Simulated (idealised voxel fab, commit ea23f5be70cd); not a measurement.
A process module follows: voxel self aligned vias.
FYI the section here is cut, 275 nm wide, cells are 5 nm squares.
The cross-sections in this document take the form of a grid made of square cells. They are written out as bands, in order from top to bottom. Each band consists of one or more rows of cells.
Band entry format. Leading values: height of top, height of bottom, nm. Remainder: materials in left-to-right order, each with its width in nm. Special words: "full width" on a single material, which then fills the band edge to edge; "empty", empty space.
Height 0 is the level under which the wafer as received is all one material. The lowest band goes on downwards, as in "0 nm and below".
Read "30 to 40" as a graded width: first number on top, second number at the bottom, same change between each pair of neighbouring rows.
The cross-section has no changed cell in any step marked "no modification".
The label "Closed void listing" introduces a list of the empty spaces, 8 cells or larger, that have no open way up to the top; each entry in it reads width x height at distance, where the distance is taken from the left edge and all three are stated in nm.
Heads up: the bit after the settings on a step's line is the simulator's remark on that step.
overlay nm, on a step with a mask: how far to the right of its planned place the mask lay; to the left if negative
[Intended process steps]
1: RECEIVE: material Si
2: CONFORMAL_DEP: material SiO2, thk nm 15
3: CONFORMAL_DEP: material SiCN, thk nm 5
4: DIRECTIONAL_DEP: material SiO2, thk nm 25
5: DIRECTIONAL_DEP: material aC, thk nm 15
6: PATTERN: tone open, mask id LINES, material resist, width nm 30, pitch nm 70, thk nm 30, overlay nm 0
7: DIRECTIONAL_ETCH: etch materials aC, depth nm 15
8: STRIP: etch materials resist
9: DIRECTIONAL_ETCH: etch materials SiO2, depth nm 25
10: STRIP: etch materials aC
11: CONFORMAL_DEP: material TiN, thk nm 5
12: FILL_DEP: material W, thk nm 5
13: CMP: height nm 45
14: SELECTIVE_ETCH: etch materials W Ru TiN, depth nm 10
15: FILL_DEP: material SiN, thk nm 10
16: CMP: height nm 45
17: DIRECTIONAL_DEP: material SiO2, thk nm 15
18: PATTERN: tone open, mask id VIAS, material resist, width nm 40, pitch nm 70, thk nm 15, overlay nm 0
19: DIRECTIONAL_ETCH: etch materials SiO2, depth nm 15
20: DIRECTIONAL_ETCH: etch materials SiN, depth nm 10
21: STRIP: etch materials resist
22: CONFORMAL_DEP: material TiN, thk nm 5
23: FILL_DEP: material Cu, thk nm 10
24: CMP: height nm 60
25: CONFORMAL_DEP: material SiCN, thk nm 5
[First wafer out of two, processed as planned]
[As received (post step 1): cross-section]
0 nm and below: Si full width
Closed void listing: none
[Wafer after step 2 (cross-section)]
15 nm to 0 nm: SiO2 full width
No changes below 0.
[Wafer after step 3 (cross-section)]
20 nm to 15 nm: SiCN full width
No changes below 15.
[Wafer after step 4 (cross-section)]
45 nm to 20 nm: SiO2 full width
No changes below 20.
[Wafer after step 5 (cross-section)]
60 nm to 45 nm: aC full width
No changes below 45.
[Wafer after step 6 (cross-section)]
90 nm to 60 nm: resist (85)  empty (30)  resist (40)  empty (30)  resist (90)
No changes below 60.
[Wafer after step 7 (cross-section)]
75 nm to 60 nm: resist (85)  empty (30)  resist (40)  empty (30)  resist (90)
60 nm to 45 nm: aC (85)  empty (30)  aC (40)  empty (30)  aC (90)
No changes below 45.
[Wafer after step 8 (cross-section)]
60 nm to 45 nm: aC (85)  empty (30)  aC (40)  empty (30)  aC (90)
No changes below 45.
[Wafer after step 9 (cross-section)]
60 nm to 45 nm: aC (85)  empty (30)  aC (40)  empty (30)  aC (90)
45 nm to 20 nm: SiO2 (85)  empty (30)  SiO2 (40)  empty (30)  SiO2 (90)
No changes below 20.
[Wafer after step 10 (cross-section)]
45 nm to 20 nm: SiO2 (85)  empty (30)  SiO2 (40)  empty (30)  SiO2 (90)
No changes below 20.
[Wafer after step 11 (cross-section)]
50 nm to 45 nm: TiN (90)  empty (20)  TiN (50)  empty (20)  TiN (95)
45 nm to 25 nm: SiO2 (85)  TiN (5)  empty (20)  TiN (5)  SiO2 (40)  TiN (5)  empty (20)  TiN (5)  SiO2 (90)
25 nm to 20 nm: SiO2 (85)  TiN (30)  SiO2 (40)  TiN (30)  SiO2 (90)
No changes below 20.
[Wafer after step 12 (cross-section)]
55 nm to 50 nm: W full width
50 nm to 45 nm: TiN (90)  W (20)  TiN (50)  W (20)  TiN (95)
45 nm to 25 nm: SiO2 (85)  TiN (5)  W (20)  TiN (5)  SiO2 (40)  TiN (5)  W (20)  TiN (5)  SiO2 (90)
No changes below 25.
[Wafer after step 13 (cross-section)]
45 nm to 25 nm: SiO2 (85)  TiN (5)  W (20)  TiN (5)  SiO2 (40)  TiN (5)  W (20)  TiN (5)  SiO2 (90)
No changes below 25.
[Wafer after step 14 (cross-section)]
45 nm to 35 nm: SiO2 (85)  empty (30)  SiO2 (40)  empty (30)  SiO2 (90)
No changes below 35.
[Wafer after step 15 (cross-section)]
55 nm to 45 nm: SiN full width
45 nm to 35 nm: SiO2 (85)  SiN (30)  SiO2 (40)  SiN (30)  SiO2 (90)
No changes below 35.
[Wafer after step 16 (cross-section)]
45 nm to 35 nm: SiO2 (85)  SiN (30)  SiO2 (40)  SiN (30)  SiO2 (90)
No changes below 35.
[Wafer after step 17 (cross-section)]
60 nm to 45 nm: SiO2 full width
No changes below 45.
[Wafer after step 18 (cross-section)]
75 nm to 60 nm: resist (80)  empty (40)  resist (30)  empty (40)  resist (85)
No changes below 60.
[Wafer after step 19 (cross-section)]
75 nm to 60 nm: resist (80)  empty (40)  resist (30)  empty (40)  resist (85)
60 nm to 45 nm: SiO2 (80)  empty (40)  SiO2 (30)  empty (40)  SiO2 (85)
No changes below 45.
[Wafer after step 20 (cross-section)]
75 nm to 60 nm: resist (80)  empty (40)  resist (30)  empty (40)  resist (85)
60 nm to 45 nm: SiO2 (80)  empty (40)  SiO2 (30)  empty (40)  SiO2 (85)
45 nm to 35 nm: SiO2 (85)  empty (30)  SiO2 (40)  empty (30)  SiO2 (90)
No changes below 35.
[Wafer after step 21 (cross-section)]
60 nm to 45 nm: SiO2 (80)  empty (40)  SiO2 (30)  empty (40)  SiO2 (85)
No changes below 45.
[Wafer after step 22 (cross-section)]
65 nm to 60 nm: TiN (85)  empty (30)  TiN (40)  empty (30)  TiN (90)
60 nm to 50 nm: SiO2 (80)  TiN (5)  empty (30)  TiN (5)  SiO2 (30)  TiN (5)  empty (30)  TiN (5)  SiO2 (85)
50 nm to 40 nm: SiO2 (80 to 85)  TiN (10 to 5)  empty (20)  TiN (10 to 5)  SiO2 (30 to 40)  TiN (10 to 5)  empty (20)  TiN (10 to 5)  SiO2 (85 to 90)
40 nm to 35 nm: SiO2 (85)  TiN (30)  SiO2 (40)  TiN (30)  SiO2 (90)
No changes below 35.
[Wafer after step 23 (cross-section)]
75 nm to 65 nm: Cu full width
65 nm to 60 nm: TiN (85)  Cu (30)  TiN (40)  Cu (30)  TiN (90)
60 nm to 50 nm: SiO2 (80)  TiN (5)  Cu (30)  TiN (5)  SiO2 (30)  TiN (5)  Cu (30)  TiN (5)  SiO2 (85)
50 nm to 40 nm: SiO2 (80 to 85)  TiN (10 to 5)  Cu (20)  TiN (10 to 5)  SiO2 (30 to 40)  TiN (10 to 5)  Cu (20)  TiN (10 to 5)  SiO2 (85 to 90)
No changes below 40.
[Wafer after step 24 (cross-section)]
60 nm to 50 nm: SiO2 (80)  TiN (5)  Cu (30)  TiN (5)  SiO2 (30)  TiN (5)  Cu (30)  TiN (5)  SiO2 (85)
No changes below 50.
[Wafer after step 25 (cross-section)]
65 nm to 60 nm: SiCN full width
No changes below 60.
[Second wafer. Start and plan as for the first. One mistake made in running. Agrees with the first up to and including step 23]
[Look at the second wafer in cross-section at the time step 24 ought to have finished]
50 nm to 40 nm: SiO2 (80 to 85)  TiN (10 to 5)  Cu (20)  TiN (10 to 5)  SiO2 (30 to 40)  TiN (10 to 5)  Cu (20)  TiN (10 to 5)  SiO2 (85 to 90)
No changes below 40.
[Look at the second wafer in cross-section at the time step 25 ought to have finished]
55 nm to 50 nm: SiCN full width
No changes below 50.
Short version of what went wrong: step 24 was run on a setting that differed from the plan, and what really ran there is CMP: height nm 50
Wafer comparison, final, in cells, second relative to first, materials more or fewer: Cu: 24 fewer, SiO2: 78 fewer, TiN: 8 fewer
